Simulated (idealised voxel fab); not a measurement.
This is a process module. Its name is voxel transistor to metal.
Cross-sectional view cut (width: 275 nm; square cell size: 5 nm).
Think of the cross-section as a grid of square cells. We describe it in bands, top to bottom, and each band covers one or more rows of those cells. Per band: top height and bottom height in nm, followed by the left-to-right materials and their widths in nm; "all across" marks a single material spanning edge to edge, "empty" marks empty space. Convention: height 0 is the level below which the wafer, as received, is all one material. The lowest band does not terminate at the bottom but continues downward, represented as "top 0, no bottom". With a width like "30->40", each row of cells in the band differs from the next by the same amount, the top row carrying the first number and the bottom row the second. You'll sometimes find "no alterations made" written for a step, and that's the way of saying that nowhere in the cross-section did a cell change during that step. Sealed internal cavities: empty space of 8 cells or more with no open way to the top, each as width x height at its distance from the left edge, in nm. It should be noted that, on the line of a given step, the content following the step's settings is a remark produced by the simulator itself with respect to that step. The optional step-line setting "overlay nm" applies to steps with a mask and quantifies how far to the right of its planned location the mask lay, a negative value indicating leftward placement. Pairs follow: section before one process step, section after it down to the lowest changed band, step with settings underneath. Pairs may come from different runs of this module on the same starting wafer; continuity with the pair above only as stated in the "before" entry.
**before**
    top 40, bottom 35 = empty (40); TiN (25); empty (15); TiN (25); empty (60); TiN (25); empty (15); TiN (25); empty (45)
    top 35, bottom 30 = TiN (45); HfO2 (15); TiN (5); empty (15); TiN (5); HfO2 (15); TiN (70); HfO2 (15); TiN (5); empty (15); TiN (5); HfO2 (15); TiN (50)
    top 30, bottom 25 = HfO2 (50); SiN (5); HfO2 (5); TiN (5); empty (15); TiN (5); HfO2 (5); SiN (5); HfO2 (80); SiN (5); HfO2 (5); TiN (5); empty (15); TiN (5); HfO2 (5); SiN (5); HfO2 (55)
    top 25, bottom 15 = SiO2 (50); SiN (5); HfO2 (5); TiN (5); empty (15); TiN (5); HfO2 (5); SiN (5); SiO2 (80); SiN (5); HfO2 (5); TiN (5); empty (15); TiN (5); HfO2 (5); SiN (5); SiO2 (55)
    top 15, bottom 5 = SiO2 (30); SiGe (20); SiN (5); HfO2 (5); TiN (5); empty (15); TiN (5); HfO2 (5); SiN (5); SiGe (20); SiO2 (40); SiGe (20); SiN (5); HfO2 (5); TiN (5); empty (15); TiN (5); HfO2 (5); SiN (5); SiGe (20); SiO2 (35)
    top 5, bottom 0 = SiO2 (30); SiGe (20); SiN (5); HfO2 (5); TiN (25); HfO2 (5); SiN (5); SiGe (20); SiO2 (40); SiGe (20); SiN (5); HfO2 (5); TiN (25); HfO2 (5); SiN (5); SiGe (20); SiO2 (35)
    top 0, bottom -5 = SiO2 (20); SiGe (30); SiO2 (5); HfO2 (35); SiO2 (5); SiGe (30); SiO2 (20); SiGe (30); SiO2 (5); HfO2 (35); SiO2 (5); SiGe (30); SiO2 (25)
    top -5, bottom -20 = SiO2 (25); SiGe (25); Si (45); SiGe (25); SiO2 (30); SiGe (25); Si (45); SiGe (25); SiO2 (30)
    top -20, bottom -55 = SiO2 (25); Si (95); SiO2 (30); Si (95); SiO2 (30)
    top -55, no bottom = Si all across
    Sealed internal cavities: none
**Section, Post-Step**
    top 45, bottom 40 = W all across
    top 40, bottom 35 = W (40); TiN (25); W (15); TiN (25); W (60); TiN (25); W (15); TiN (25); W (45)
    top 35, bottom 30 = TiN (45); HfO2 (15); TiN (5); W (15); TiN (5); HfO2 (15); TiN (70); HfO2 (15); TiN (5); W (15); TiN (5); HfO2 (15); TiN (50)
    top 30, bottom 25 = HfO2 (50); SiN (5); HfO2 (5); TiN (5); W (15); TiN (5); HfO2 (5); SiN (5); HfO2 (80); SiN (5); HfO2 (5); TiN (5); W (15); TiN (5); HfO2 (5); SiN (5); HfO2 (55)
    top 25, bottom 15 = SiO2 (50); SiN (5); HfO2 (5); TiN (5); W (15); TiN (5); HfO2 (5); SiN (5); SiO2 (80); SiN (5); HfO2 (5); TiN (5); W (15); TiN (5); HfO2 (5); SiN (5); SiO2 (55)
    top 15, bottom 5 = SiO2 (30); SiGe (20); SiN (5); HfO2 (5); TiN (5); W (15); TiN (5); HfO2 (5); SiN (5); SiGe (20); SiO2 (40); SiGe (20); SiN (5); HfO2 (5); TiN (5); W (15); TiN (5); HfO2 (5); SiN (5); SiGe (20); SiO2 (35)
    Below 5, the layers are the same as they were.
    Sealed internal cavities: none
So what happens between those two cross-sections up there? FILL_DEP, material W, thk nm 5
before: The pre-step condition corresponds to the post-step cross-section depicted in the pair directly above.
**Section, Post-Step**
    top 25, bottom 15 = SiO2 (50); SiN (5); HfO2 (5); TiN (5); W (15); TiN (5); HfO2 (5); SiN (5); SiO2 (80); SiN (5); HfO2 (5); TiN (5); W (15); TiN (5); HfO2 (5); SiN (5); SiO2 (55)
    Below 15, the layers are the same as they were.
    Sealed internal cavities: none
So what happens between those two cross-sections up there? CMP, height nm 25
before: The pre-step condition corresponds to the post-step cross-section depicted in the pair directly above.
**Section, Post-Step**
    top 35, bottom 25 = SiO2 all across
    Below 25, the layers are the same as they were.
    Sealed internal cavities: none
So what happens between those two cross-sections up there? DIRECTIONAL_DEP, material SiO2, thk nm 10
before: The pre-step condition corresponds to the post-step cross-section depicted in the pair directly above.
**Section, Post-Step**
    top 55, bottom 35 = resist (25); empty (20); resist (55); empty (20); resist (30); empty (20); resist (55); empty (20); resist (30)
    Below 35, the layers are the same as they were.
    Sealed internal cavities: none
So what happens between those two cross-sections up there? PATTERN, tone open, mask id CONTACT, material resist, width nm 20, thk nm 20, overlay nm 0
before: The pre-step condition corresponds to the post-step cross-section depicted in the pair directly above.
**Section, Post-Step**
    top 55, bottom 35 = resist (25); empty (20); resist (55); empty (20); resist (30); empty (20); resist (55); empty (20); resist (30)
    top 35, bottom 25 = SiO2 (25); empty (20); SiO2 (55); empty (20); SiO2 (30); empty (20); SiO2 (55); empty (20); SiO2 (30)
    top 25, bottom 15 = SiO2 (25); empty (20); SiO2 (5); SiN (5); HfO2 (5); TiN (5); W (15); TiN (5); HfO2 (5); SiN (5); SiO2 (5); empty (20); SiO2 (30); empty (20); SiO2 (5); SiN (5); HfO2 (5); TiN (5); W (15); TiN (5); HfO2 (5); SiN (5); SiO2 (5); empty (20); SiO2 (30)
    top 15, bottom 5 = SiO2 (25); empty (5); SiGe (20); SiN (5); HfO2 (5); TiN (5); W (15); TiN (5); HfO2 (5); SiN (5); SiGe (20); empty (5); SiO2 (30); empty (5); SiGe (20); SiN (5); HfO2 (5); TiN (5); W (15); TiN (5); HfO2 (5); SiN (5); SiGe (20); empty (5); SiO2 (30)
    top 5, bottom 0 = SiO2 (25); empty (5); SiGe (20); SiN (5); HfO2 (5); TiN (25); HfO2 (5); SiN (5); SiGe (20); empty (5); SiO2 (30); empty (5); SiGe (20); SiN (5); HfO2 (5); TiN (25); HfO2 (5); SiN (5); SiGe (20); empty (5); SiO2 (30)
    Below 0, the layers are the same as they were.
    Sealed internal cavities: none
So what happens between those two cross-sections up there? DIRECTIONAL_ETCH, etch materials SiO2, depth nm 35
before: The pre-step condition corresponds to the post-step cross-section depicted in the pair directly above.
**Section, Post-Step**
    top 35, bottom 25 = SiO2 (25); empty (20); SiO2 (55); empty (20); SiO2 (30); empty (20); SiO2 (55); empty (20); SiO2 (30)
    Below 25, the layers are the same as they were.
    Sealed internal cavities: none
So what happens between those two cross-sections up there? STRIP, etch materials resist
before: The pre-step condition corresponds to the post-step cross-section depicted in the pair directly above.
**Section, Post-Step**
    top 40, bottom 35 = TiN (30); empty (10); TiN (65); empty (10); TiN (40); empty (10); TiN (65); empty (10); TiN (35)
    top 35, bottom 25 = SiO2 (25); TiN (5); empty (10); TiN (5); SiO2 (55); TiN (5); empty (10); TiN (5); SiO2 (30); TiN (5); empty (10); TiN (5); SiO2 (55); TiN (5); empty (10); TiN (5); SiO2 (30)
    top 25, bottom 20 = SiO2 (25); TiN (5); empty (10); TiN (5); SiO2 (5); SiN (5); HfO2 (5); TiN (5); W (15); TiN (5); HfO2 (5); SiN (5); SiO2 (5); TiN (5); empty (10); TiN (5); SiO2 (30); TiN (5); empty (10); TiN (5); SiO2 (5); SiN (5); HfO2 (5); TiN (5); W (15); TiN (5); HfO2 (5); SiN (5); SiO2 (5); TiN (5); empty (10); TiN (5); SiO2 (30)
    top 20, bottom 15 = SiO2 (25); TiN (20); SiO2 (5); SiN (5); HfO2 (5); TiN (5); W (15); TiN (5); HfO2 (5); SiN (5); SiO2 (5); TiN (20); SiO2 (30); TiN (20); SiO2 (5); SiN (5); HfO2 (5); TiN (5); W (15); TiN (5); HfO2 (5); SiN (5); SiO2 (5); TiN (20); SiO2 (30)
    top 15, bottom 5 = SiO2 (25); TiN (5); SiGe (20); SiN (5); HfO2 (5); TiN (5); W (15); TiN (5); HfO2 (5); SiN (5); SiGe (20); TiN (5); SiO2 (30); TiN (5); SiGe (20); SiN (5); HfO2 (5); TiN (5); W (15); TiN (5); HfO2 (5); SiN (5); SiGe (20); TiN (5); SiO2 (30)
    top 5, bottom 0 = SiO2 (25); TiN (5); SiGe (20); SiN (5); HfO2 (5); TiN (25); HfO2 (5); SiN (5); SiGe (20); TiN (5); SiO2 (30); TiN (5); SiGe (20); SiN (5); HfO2 (5); TiN (25); HfO2 (5); SiN (5); SiGe (20); TiN (5); SiO2 (30)
    Below 0, the layers are the same as they were.
    Sealed internal cavities: none
So what happens between those two cross-sections up there? CONFORMAL_DEP, material TiN, thk nm 5
before: The pre-step condition corresponds to the post-step cross-section depicted in the pair directly above.
**Section, Post-Step**
    top 50, bottom 40 = Ru all across
    top 40, bottom 35 = TiN (30); Ru (10); TiN (65); Ru (10); TiN (40); Ru (10); TiN (65); Ru (10); TiN (35)
    top 35, bottom 25 = SiO2 (25); TiN (5); Ru (10); TiN (5); SiO2 (55); TiN (5); Ru (10); TiN (5); SiO2 (30); TiN (5); Ru (10); TiN (5); SiO2 (55); TiN (5); Ru (10); TiN (5); SiO2 (30)
    top 25, bottom 20 = SiO2 (25); TiN (5); Ru (10); TiN (5); SiO2 (5); SiN (5); HfO2 (5); TiN (5); W (15); TiN (5); HfO2 (5); SiN (5); SiO2 (5); TiN (5); Ru (10); TiN (5); SiO2 (30); TiN (5); Ru (10); TiN (5); SiO2 (5); SiN (5); HfO2 (5); TiN (5); W (15); TiN (5); HfO2 (5); SiN (5); SiO2 (5); TiN (5); Ru (10); TiN (5); SiO2 (30)
    Below 20, the layers are the same as they were.
    Sealed internal cavities: none
So what happens between those two cross-sections up there? FILL_DEP, material Ru, thk nm 10
before: The pre-step condition corresponds to the post-step cross-section depicted in the pair directly above.
**Section, Post-Step**
    top 35, bottom 25 = SiO2 (25); TiN (5); Ru (10); TiN (5); SiO2 (55); TiN (5); Ru (10); TiN (5); SiO2 (30); TiN (5); Ru (10); TiN (5); SiO2 (55); TiN (5); Ru (10); TiN (5); SiO2 (30)
    Below 25, the layers are the same as they were.
    Sealed internal cavities: none
So what happens between those two cross-sections up there? CMP, height nm 35
before: The pre-step condition corresponds to the post-step cross-section depicted in the pair directly above.
**Section, Post-Step**
    top 40, bottom 35 = TiN all across
    Below 35, the layers are the same as they were.
    Sealed internal cavities: none
So what happens between those two cross-sections up there? DIRECTIONAL_DEP, material TiN, thk nm 5
before: The pre-step condition corresponds to the post-step cross-section depicted in the pair directly above.
**Section, Post-Step**
    top 65, bottom 40 = Ru all across
    Below 40, the layers are the same as they were.
    Sealed internal cavities: none
So what happens between those two cross-sections up there? DIRECTIONAL_DEP, material Ru, thk nm 25
before: The pre-step condition corresponds to the post-step cross-section depicted in the pair directly above.
**Section, Post-Step**
    top 75, bottom 65 = aC all across
    Below 65, the layers are the same as they were.
    Sealed internal cavities: none
So what happens between those two cross-sections up there? DIRECTIONAL_DEP, material aC, thk nm 10
before: The pre-step condition corresponds to the post-step cross-section depicted in the pair directly above.
**Section, Post-Step**
    top 105, bottom 75 = empty (25); resist (20); empty (55); resist (20); empty (30); resist (20); empty (55); resist (20); empty (30)
    Below 75, the layers are the same as they were.
    Sealed internal cavities: none
So what happens between those two cross-sections up there? PATTERN, tone cover, mask id METAL_1, material resist, width nm 20, thk nm 30, overlay nm 0
before: The pre-step condition corresponds to the post-step cross-section depicted in the pair directly above.
**Section, Post-Step**
    top 95, bottom 75 = empty (25); resist (20); empty (55); resist (20); empty (30); resist (20); empty (55); resist (20); empty (30)
    top 75, bottom 65 = empty (25); aC (20); empty (55); aC (20); empty (30); aC (20); empty (55); aC (20); empty (30)
    Below 65, the layers are the same as they were.
    Sealed internal cavities: none
So what happens between those two cross-sections up there? DIRECTIONAL_ETCH, etch materials aC, depth nm 10
before: The pre-step condition corresponds to the post-step cross-section depicted in the pair directly above.
**Section, Post-Step**
    top 75, bottom 65 = empty (25); aC (20); empty (55); aC (20); empty (30); aC (20); empty (55); aC (20); empty (30)
    Below 65, the layers are the same as they were.
    Sealed internal cavities: none
So what happens between those two cross-sections up there? STRIP, etch materials resist
before: The pre-step condition corresponds to the post-step cross-section depicted in the pair directly above.
**Section, Post-Step**
    top 75, bottom 65 = empty (25); aC (20); empty (55); aC (20); empty (30); aC (20); empty (55); aC (20); empty (30)
    top 65, bottom 40 = empty (25); Ru (20); empty (55); Ru (20); empty (30); Ru (20); empty (55); Ru (20); empty (30)
    Below 40, the layers are the same as they were.
    Sealed internal cavities: none
So what happens between those two cross-sections up there? DIRECTIONAL_ETCH, etch materials Ru, depth nm 25
before: The pre-step condition corresponds to the post-step cross-section depicted in the pair directly above.
**Section, Post-Step**
    top 75, bottom 65 = empty (25); aC (20); empty (55); aC (20); empty (30); aC (20); empty (55); aC (20); empty (30)
    top 65, bottom 40 = empty (25); Ru (20); empty (55); Ru (20); empty (30); Ru (20); empty (55); Ru (20); empty (30)
    top 40, bottom 35 = empty (25); TiN (20); empty (55); TiN (20); empty (30); TiN (20); empty (55); TiN (20); empty (30)
    Below 35, the layers are the same as they were.
    Sealed internal cavities: none
So what happens between those two cross-sections up there? DIRECTIONAL_ETCH, etch materials TiN, depth nm 5
before: The pre-step condition corresponds to the post-step cross-section depicted in the pair directly above.
**Section, Post-Step**
    top 65, bottom 40 = empty (25); Ru (20); empty (55); Ru (20); empty (30); Ru (20); empty (55); Ru (20); empty (30)
    Below 40, the layers are the same as they were.
    Sealed internal cavities: none
So what happens between those two cross-sections up there? STRIP, etch materials aC
before: The pre-step condition corresponds to the post-step cross-section depicted in the pair directly above.
**Section, Post-Step**
    top 70, bottom 65 = empty (20); SiN (30); empty (45); SiN (30); empty (20); SiN (30); empty (45); SiN (30); empty (25)
    top 65, bottom 40 = empty (20); SiN (5); Ru (20); SiN (5); empty (45); SiN (5); Ru (20); SiN (5); empty (20); SiN (5); Ru (20); SiN (5); empty (45); SiN (5); Ru (20); SiN (5); empty (25)
    top 40, bottom 35 = SiN (25); TiN (20); SiN (55); TiN (20); SiN (30); TiN (20); SiN (55); TiN (20); SiN (30)
    Below 35, the layers are the same as they were.
    Sealed internal cavities: none
So what happens between those two cross-sections up there? CONFORMAL_DEP, material SiN, thk nm 5
before: The pre-step condition corresponds to the post-step cross-section depicted in the pair directly above.
**Section, Post-Step**
    top 80, bottom 70 = lowk all across
    top 70, bottom 65 = lowk (20); SiN (30); lowk (45); SiN (30); lowk (20); SiN (30); lowk (45); SiN (30); lowk (25)
    top 65, bottom 40 = lowk (20); SiN (5); Ru (20); SiN (5); lowk (45); SiN (5); Ru (20); SiN (5); lowk (20); SiN (5); Ru (20); SiN (5); lowk (45); SiN (5); Ru (20); SiN (5); lowk (25)
    Below 40, the layers are the same as they were.
    Sealed internal cavities: none
So what happens between those two cross-sections up there? FILL_DEP, material lowk, thk nm 10
before: The pre-step condition corresponds to the post-step cross-section depicted in the pair directly above.
**Section, Post-Step**
    top 65, bottom 40 = lowk (20); SiN (5); Ru (20); SiN (5); lowk (45); SiN (5); Ru (20); SiN (5); lowk (20); SiN (5); Ru (20); SiN (5); lowk (45); SiN (5); Ru (20); SiN (5); lowk (25)
    Below 40, the layers are the same as they were.
    Sealed internal cavities: none
So what happens between those two cross-sections up there? CMP, height nm 65
before: The pre-step condition corresponds to the post-step cross-section depicted in the pair directly above.
**Section, Post-Step**
    top 70, bottom 65 = SiCN all across
    Below 65, the layers are the same as they were.
    Sealed internal cavities: none
So what happens between those two cross-sections up there? CONFORMAL_DEP, material SiCN, thk nm 5
**before**
    top 35, bottom 25 = SiO2 (25); TiN (5); Ru (10); TiN (5); SiO2 (55); TiN (5); Ru (10); TiN (5); SiO2 (30); TiN (5); Ru (10); TiN (5); SiO2 (55); TiN (5); Ru (10); TiN (5); SiO2 (30)
    top 25, bottom 20 = SiO2 (25); TiN (5); Ru (10); TiN (5); SiO2 (5); SiN (5); HfO2 (5); TiN (5); W (15); TiN (5); HfO2 (5); SiN (5); SiO2 (5); TiN (5); Ru (10); TiN (5); SiO2 (30); TiN (5); Ru (10); TiN (5); SiO2 (5); SiN (5); HfO2 (5); TiN (5); W (15); TiN (5); HfO2 (5); SiN (5); SiO2 (5); TiN (5); Ru (10); TiN (5); SiO2 (30)
    top 20, bottom 15 = SiO2 (25); TiN (20); SiO2 (5); SiN (5); HfO2 (5); TiN (5); W (15); TiN (5); HfO2 (5); SiN (5); SiO2 (5); TiN (20); SiO2 (30); TiN (20); SiO2 (5); SiN (5); HfO2 (5); TiN (5); W (15); TiN (5); HfO2 (5); SiN (5); SiO2 (5); TiN (20); SiO2 (30)
    top 15, bottom 5 = SiO2 (25); TiN (5); SiGe (20); SiN (5); HfO2 (5); TiN (5); W (15); TiN (5); HfO2 (5); SiN (5); SiGe (20); TiN (5); SiO2 (30); TiN (5); SiGe (20); SiN (5); HfO2 (5); TiN (5); W (15); TiN (5); HfO2 (5); SiN (5); SiGe (20); TiN (5); SiO2 (30)
    top 5, bottom 0 = SiO2 (25); TiN (5); SiGe (20); SiN (5); HfO2 (5); TiN (25); HfO2 (5); SiN (5); SiGe (20); TiN (5); SiO2 (30); TiN (5); SiGe (20); SiN (5); HfO2 (5); TiN (25); HfO2 (5); SiN (5); SiGe (20); TiN (5); SiO2 (30)
    top 0, bottom -5 = SiO2 (20); SiGe (30); SiO2 (5); HfO2 (35); SiO2 (5); SiGe (30); SiO2 (20); SiGe (30); SiO2 (5); HfO2 (35); SiO2 (5); SiGe (30); SiO2 (25)
    top -5, bottom -20 = SiO2 (25); SiGe (25); Si (45); SiGe (25); SiO2 (30); SiGe (25); Si (45); SiGe (25); SiO2 (30)
    top -20, bottom -30 = SiO2 (25); Si (95); SiO2 (30); Si (95); SiO2 (30)
    top -30, no bottom = Si all across
    Sealed internal cavities: none
**Section, Post-Step**
    top 60, bottom 35 = Ru all across
    Below 35, the layers are the same as they were.
    Sealed internal cavities: none
So what happens between those two cross-sections up there? DIRECTIONAL_DEP, material Ru, thk nm 25
before: The pre-step condition corresponds to the post-step cross-section depicted in the pair directly above.
**Section, Post-Step**
    top 65, bottom 60 = TiN all across
    Below 60, the layers are the same as they were.
    Sealed internal cavities: none
So what happens between those two cross-sections up there? DIRECTIONAL_DEP, material TiN, thk nm 5
before: The pre-step condition corresponds to the post-step cross-section depicted in the pair directly above.
**Section, Post-Step**
    top 75, bottom 65 = aC all across
    Below 65, the layers are the same as they were.
    Sealed internal cavities: none
So what happens between those two cross-sections up there? DIRECTIONAL_DEP, material aC, thk nm 10
before: The pre-step condition corresponds to the post-step cross-section depicted in the pair directly above.
**Section, Post-Step**
    top 105, bottom 75 = empty (25); resist (20); empty (55); resist (20); empty (30); resist (20); empty (55); resist (20); empty (30)
    Below 75, the layers are the same as they were.
    Sealed internal cavities: none
So what happens between those two cross-sections up there? PATTERN, tone cover, mask id METAL_1, material resist, width nm 20, thk nm 30, overlay nm 0
before: The pre-step condition corresponds to the post-step cross-section depicted in the pair directly above.
**Section, Post-Step**
    top 95, bottom 75 = empty (25); resist (20); empty (55); resist (20); empty (30); resist (20); empty (55); resist (20); empty (30)
    top 75, bottom 65 = empty (25); aC (20); empty (55); aC (20); empty (30); aC (20); empty (55); aC (20); empty (30)
    Below 65, the layers are the same as they were.
    Sealed internal cavities: none
So what happens between those two cross-sections up there? DIRECTIONAL_ETCH, etch materials aC, depth nm 10
before: The pre-step condition corresponds to the post-step cross-section depicted in the pair directly above.
**Section, Post-Step**
    top 75, bottom 65 = empty (25); aC (20); empty (55); aC (20); empty (30); aC (20); empty (55); aC (20); empty (30)
    Below 65, the layers are the same as they were.
    Sealed internal cavities: none
So what happens between those two cross-sections up there? STRIP, etch materials resist
before: The pre-step condition corresponds to the post-step cross-section depicted in the pair directly above.
**Section, Post-Step**
    top 75, bottom 65 = empty (25); aC (20); empty (55); aC (20); empty (30); aC (20); empty (55); aC (20); empty (30)
    top 65, bottom 60 = empty (25); TiN (20); empty (55); TiN (20); empty (30); TiN (20); empty (55); TiN (20); empty (30)
    Below 60, the layers are the same as they were.
    Sealed internal cavities: none
So what happens between those two cross-sections up there? DIRECTIONAL_ETCH, etch materials TiN, depth nm 5
before: The pre-step condition corresponds to the post-step cross-section depicted in the pair directly above.
**Section, Post-Step**
    top 65, bottom 60 = empty (25); TiN (20); empty (55); TiN (20); empty (30); TiN (20); empty (55); TiN (20); empty (30)
    Below 60, the layers are the same as they were.
    Sealed internal cavities: none
So what happens between those two cross-sections up there? STRIP, etch materials aC
before: The pre-step condition corresponds to the post-step cross-section depicted in the pair directly above.
**Section, Post-Step**
    top 70, bottom 65 = empty (20); SiN (30); empty (45); SiN (30); empty (20); SiN (30); empty (45); SiN (30); empty (25)
    top 65, bottom 60 = SiN (25); TiN (20); SiN (55); TiN (20); SiN (30); TiN (20); SiN (55); TiN (20); SiN (30)
    Below 60, the layers are the same as they were.
    Sealed internal cavities: none
So what happens between those two cross-sections up there? CONFORMAL_DEP, material SiN, thk nm 5
before: The pre-step condition corresponds to the post-step cross-section depicted in the pair directly above.
**Section, Post-Step**
    top 80, bottom 70 = lowk all across
    top 70, bottom 65 = lowk (20); SiN (30); lowk (45); SiN (30); lowk (20); SiN (30); lowk (45); SiN (30); lowk (25)
    Below 65, the layers are the same as they were.
    Sealed internal cavities: none
So what happens between those two cross-sections up there? FILL_DEP, material lowk, thk nm 10
before: The pre-step condition corresponds to the post-step cross-section depicted in the pair directly above.
**Section, Post-Step**
    top 65, bottom 60 = SiN (25); TiN (20); SiN (55); TiN (20); SiN (30); TiN (20); SiN (55); TiN (20); SiN (30)
    Below 60, the layers are the same as they were.
    Sealed internal cavities: none
So what happens between those two cross-sections up there? CMP, height nm 65
before: The pre-step condition corresponds to the post-step cross-section depicted in the pair directly above.
**Section, Post-Step**
    top 70, bottom 65 = SiCN all across
    Below 65, the layers are the same as they were.
    Sealed internal cavities: none
So what happens between those two cross-sections up there? CONFORMAL_DEP, material SiCN, thk nm 5
**before**
    top 30, bottom 15 = empty (20); resist (105); empty (20); resist (105); empty (25)
    top 15, bottom 5 = empty (20); SiN (105); empty (20); SiN (105); empty (25)
    top 5, bottom 0 = empty (20); SiO2 (105); empty (20); SiO2 (105); empty (25)
    top 0, no bottom = Si all across
    Sealed internal cavities: none
**Section, Post-Step**
    top 30, bottom 15 = empty (20); resist (105); empty (20); resist (105); empty (25)
    top 15, bottom 5 = empty (20); SiN (105); empty (20); SiN (105); empty (25)
    top 5, bottom 0 = empty (20); SiO2 (105); empty (20); SiO2 (105); empty (25)
    top 0, bottom -35 = empty (20); Si (105); empty (20); Si (105); empty (25)
    Below -35, the layers are the same as they were.
    Sealed internal cavities: none
So what happens between those two cross-sections up there? DIRECTIONAL_ETCH, etch materials Si, depth nm 35
before: The pre-step condition corresponds to the post-step cross-section depicted in the pair directly above.
**Section, Post-Step**
    top 15, bottom 5 = empty (20); SiN (105); empty (20); SiN (105); empty (25)
    Below 5, the layers are the same as they were.
    Sealed internal cavities: none
So what happens between those two cross-sections up there? STRIP, etch materials resist
before: The pre-step condition corresponds to the post-step cross-section depicted in the pair directly above.
**Section, Post-Step**
    top 15, bottom 5 = empty (20); SiN (105); empty (20); SiN (105); empty (25)
    top 5, bottom 0 = empty (20); SiO2 (105); empty (20); SiO2 (105); empty (25)
    top 0, bottom -35 = empty (20); SiO2 (5); Si (95); SiO2 (5); empty (20); SiO2 (5); Si (95); SiO2 (5); empty (25)
    top -35, bottom -40 = SiO2 (25); Si (95); SiO2 (30); Si (95); SiO2 (30)
    Below -40, the layers are the same as they were.
    Sealed internal cavities: none
So what happens between those two cross-sections up there? OXIDIZE, depth nm 5
before: The pre-step condition corresponds to the post-step cross-section depicted in the pair directly above.
**Section, Post-Step**
    top 25, bottom 15 = SiO2 all across
    top 15, bottom 5 = SiO2 (20); SiN (105); SiO2 (20); SiN (105); SiO2 (25)
    top 5, bottom 0 = SiO2 all across
    top 0, bottom -40 = SiO2 (25); Si (95); SiO2 (30); Si (95); SiO2 (30)
    Below -40, the layers are the same as they were.
    Sealed internal cavities: none
So what happens between those two cross-sections up there? FILL_DEP, material SiO2, thk nm 10
before: The pre-step condition corresponds to the post-step cross-section depicted in the pair directly above.
**Section, Post-Step**
    top 15, bottom 5 = SiO2 (20); SiN (105); SiO2 (20); SiN (105); SiO2 (25)
    Below 5, the layers are the same as they were.
    Sealed internal cavities: none
So what happens between those two cross-sections up there? CMP, height nm 15
before: The pre-step condition corresponds to the post-step cross-section depicted in the pair directly above.
**Section, Post-Step**
    top 15, bottom 5 = empty (20); SiN (105); empty (20); SiN (105); empty (25)
    Below 5, the layers are the same as they were.
    Sealed internal cavities: none
So what happens between those two cross-sections up there? SELECTIVE_ETCH, etch materials SiO2, depth nm 10
before: The pre-step condition corresponds to the post-step cross-section depicted in the pair directly above.
**Section, Post-Step**
    top 5, bottom 0 = SiO2 all across
    Below 0, the layers are the same as they were.
    Sealed internal cavities: none
So what happens between those two cross-sections up there? STRIP, etch materials SiN
before: The pre-step condition corresponds to the post-step cross-section depicted in the pair directly above.
**Section, Post-Step**
    top 0, bottom -40 = SiO2 (25); Si (95); SiO2 (30); Si (95); SiO2 (30)
    Below -40, the layers are the same as they were.
    Sealed internal cavities: none
So what happens between those two cross-sections up there? SELECTIVE_ETCH, etch materials SiO2, depth nm 5
before: The pre-step condition corresponds to the post-step cross-section depicted in the pair directly above.
**Section, Post-Step**
    top 0, bottom -5 = SiO2 all across
    Below -5, the layers are the same as they were.
    Sealed internal cavities: none
So what happens between those two cross-sections up there? OXIDIZE, depth nm 5
before: The pre-step condition corresponds to the post-step cross-section depicted in the pair directly above.
**Section, Post-Step**
    top 30, bottom 0 = polySi all across
    Below 0, the layers are the same as they were.
    Sealed internal cavities: none
So what happens between those two cross-sections up there? DIRECTIONAL_DEP, material polySi, thk nm 30
before: The pre-step condition corresponds to the post-step cross-section depicted in the pair directly above.
**Section, Post-Step**
    top 40, bottom 30 = SiCN all across
    Below 30, the layers are the same as they were.
    Sealed internal cavities: none
So what happens between those two cross-sections up there? DIRECTIONAL_DEP, material SiCN, thk nm 10
before: The pre-step condition corresponds to the post-step cross-section depicted in the pair directly above.
**Section, Post-Step**
    top 40, bottom 30 = empty (60); SiCN (25); empty (100); SiCN (25); empty (65)
    Below 30, the layers are the same as they were.
    Sealed internal cavities: none
So what happens between those two cross-sections up there? MASKED_ETCH, tone cover, mask id GATE, width nm 25, pitch nm 125, etch materials SiCN, depth nm 20, overlay nm 0
before: The pre-step condition corresponds to the post-step cross-section depicted in the pair directly above.
**Section, Post-Step**
    top 40, bottom 30 = empty (60); SiCN (25); empty (100); SiCN (25); empty (65)
    top 30, bottom 0 = empty (60); polySi (25); empty (100); polySi (25); empty (65)
    Below 0, the layers are the same as they were.
    Sealed internal cavities: none
So what happens between those two cross-sections up there? MASKED_ETCH, tone cover, mask id GATE, width nm 25, pitch nm 125, etch materials polySi, depth nm 40, overlay nm 0
before: The pre-step condition corresponds to the post-step cross-section depicted in the pair directly above.
**Section, Post-Step**
    top 45, bottom 40 = empty (55); SiO2 (35); empty (90); SiO2 (35); empty (60)
    top 40, bottom 30 = empty (55); SiO2 (5); SiCN (25); SiO2 (5); empty (90); SiO2 (5); SiCN (25); SiO2 (5); empty (60)
    top 30, bottom 5 = empty (55); SiO2 (5); polySi (25); SiO2 (5); empty (90); SiO2 (5); polySi (25); SiO2 (5); empty (60)
    top 5, bottom 0 = SiO2 (60); polySi (25); SiO2 (100); polySi (25); SiO2 (65)
    Below 0, the layers are the same as they were.
    Sealed internal cavities: none
So what happens between those two cross-sections up there? CONFORMAL_DEP, material SiO2, thk nm 5
before: The pre-step condition corresponds to the post-step cross-section depicted in the pair directly above.
**Section, Post-Step**
    top 40, bottom 30 = empty (55); SiO2 (5); SiCN (25); SiO2 (5); empty (90); SiO2 (5); SiCN (25); SiO2 (5); empty (60)
    top 30, bottom 0 = empty (55); SiO2 (5); polySi (25); SiO2 (5); empty (90); SiO2 (5); polySi (25); SiO2 (5); empty (60)
    Below 0, the layers are the same as they were.
    Sealed internal cavities: none
So what happens between those two cross-sections up there? DIRECTIONAL_ETCH, etch materials SiO2, depth nm 5
before: The pre-step condition corresponds to the post-step cross-section depicted in the pair directly above.
**Section, Post-Step**
    top 45, bottom 40 = empty (50); SiN (45); empty (80); SiN (45); empty (55)
    top 40, bottom 30 = empty (50); SiN (5); SiO2 (5); SiCN (25); SiO2 (5); SiN (5); empty (80); SiN (5); SiO2 (5); SiCN (25); SiO2 (5); SiN (5); empty (55)
    top 30, bottom 5 = empty (50); SiN (5); SiO2 (5); polySi (25); SiO2 (5); SiN (5); empty (80); SiN (5); SiO2 (5); polySi (25); SiO2 (5); SiN (5); empty (55)
    top 5, bottom 0 = SiN (55); SiO2 (5); polySi (25); SiO2 (5); SiN (90); SiO2 (5); polySi (25); SiO2 (5); SiN (60)
    Below 0, the layers are the same as they were.
    Sealed internal cavities: none
So what happens between those two cross-sections up there? CONFORMAL_DEP, material SiN, thk nm 5
before: The pre-step condition corresponds to the post-step cross-section depicted in the pair directly above.
**Section, Post-Step**
    top 40, bottom 30 = empty (50); SiN (5); SiO2 (5); SiCN (25); SiO2 (5); SiN (5); empty (80); SiN (5); SiO2 (5); SiCN (25); SiO2 (5); SiN (5); empty (55)
    top 30, bottom 0 = empty (50); SiN (5); SiO2 (5); polySi (25); SiO2 (5); SiN (5); empty (80); SiN (5); SiO2 (5); polySi (25); SiO2 (5); SiN (5); empty (55)
    Below 0, the layers are the same as they were.
    Sealed internal cavities: none
So what happens between those two cross-sections up there? DIRECTIONAL_ETCH, etch materials SiN, depth nm 5
